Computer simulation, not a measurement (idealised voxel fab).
A process module follows: voxel fin reveal.
Shown is cross-section cut, with a width of 205 nm and square cells of size 5 nm.
How to read a cross-section here: the picture is a grid of square cells, written as bands going from the top down, and any band can span one or more rows of cells. Read a band's entry like this: the first values are the height of its top and the height of its bottom in nm, and what follows is the sequence of materials from left to right, each with its width in nm. Note that "air" is empty space, and that a single material marked "all across" reaches across the band from edge to edge. Height is counted from the level 0, under which the received wafer is composed throughout of one material. The lowest of the bands is not closed at the bottom but continues downward, in the notation "0 down". When a width is written as two numbers, as in "30 to 40", the first number is the width in the top row of cells of the band and the second is the width in its bottom row, and the width changes by the same amount from each row to the next. Step marked "nothing different"? Then no cell in the cross-section changed in it. "Sealed void list" specifies each empty space that is not open to the top and that occupies no fewer than 8 cells, using the form width x height at distance, the distance measured from the left edge and all three quantities in nm. On a step's line, text after the settings is the simulator commenting on that step. overlay nm, on a step with a mask: how far to the right of its planned place the mask lay; to the left if negative.
**Process steps - plan**
1,RECEIVE: material Si
2,CONFORMAL_DEP: material SiN, thk nm 5
3,DIRECTIONAL_DEP: material aC, thk nm 15
4,PATTERN: tone cover, mask id FINS, material resist, width nm 15, pitch nm 40, thk nm 30, overlay nm 0
5,DIRECTIONAL_ETCH: etch materials aC, depth nm 15
6,STRIP: etch materials resist
7,DIRECTIONAL_ETCH: etch materials SiN, depth nm 5
8,DIRECTIONAL_ETCH: etch materials Si, depth nm 40
9,STRIP: etch materials aC
10,OXIDIZE: depth nm 5
11,FILL_DEP: material SiO2, thk nm 15
12,CMP: height nm 5
13,SELECTIVE_ETCH: etch materials SiO2, depth nm 30
14,STRIP: etch materials SiN
15,CONFORMAL_DEP: material HfO2, thk nm 5
For this document, wafers share an identical start and vary in the step 4 width nm; the plan quotes the first wafer's value.
**Cross-section of the first of several received wafers, showing its state after step 1**
0 down = Si all across
Sealed void list: none
**End of module: cross-section of the first of several wafers after step 15, the last step**
5 to 0 = air 55 nm / HfO2 15 nm / air 25 nm / HfO2 15 nm / air 25 nm / HfO2 15 nm / air 55 nm
0 to -20 = air 55 nm / HfO2 5 nm / Si 5 nm / HfO2 5 nm / air 25 nm / HfO2 5 nm / Si 5 nm / HfO2 5 nm / air 25 nm / HfO2 5 nm / Si 5 nm / HfO2 5 nm / air 55 nm
-20 to -25 = HfO2 60 nm / Si 5 nm / HfO2 35 nm / Si 5 nm / HfO2 35 nm / Si 5 nm / HfO2 60 nm
-25 to -45 = SiO2 60 nm / Si 5 nm / SiO2 35 nm / Si 5 nm / SiO2 35 nm / Si 5 nm / SiO2 60 nm
-45 down = Si all across
Sealed void list: none
**Wafer cross-section (last wafer, module end)**
5 to 0 = air 50 nm / HfO2 25 nm / air 15 nm / HfO2 25 nm / air 15 nm / HfO2 25 nm / air 50 nm
0 to -20 = air 50 nm / HfO2 5 nm / Si 15 nm / HfO2 5 nm / air 15 nm / HfO2 5 nm / Si 15 nm / HfO2 5 nm / air 15 nm / HfO2 5 nm / Si 15 nm / HfO2 5 nm / air 50 nm
-20 to -25 = HfO2 55 nm / Si 15 nm / HfO2 25 nm / Si 15 nm / HfO2 25 nm / Si 15 nm / HfO2 55 nm
-25 to -45 = SiO2 55 nm / Si 15 nm / SiO2 25 nm / Si 15 nm / SiO2 25 nm / Si 15 nm / SiO2 55 nm
-45 down = Si all across
Sealed void list: none
**The table below has one row for each wafer; a row shows, as of the end of the module, how many cells of each material the wafer has gained, marked (+), or lost, marked (-), since it was received, and then the wafer's closed voids**
width nm 15, +71 HfO2, -342 Si, +152 SiO2, Sealed void list: none
width nm 20, +71 HfO2, -315 Si, +140 SiO2, Sealed void list: none
width nm 25, +71 HfO2, -288 Si, +128 SiO2, Sealed void list: none
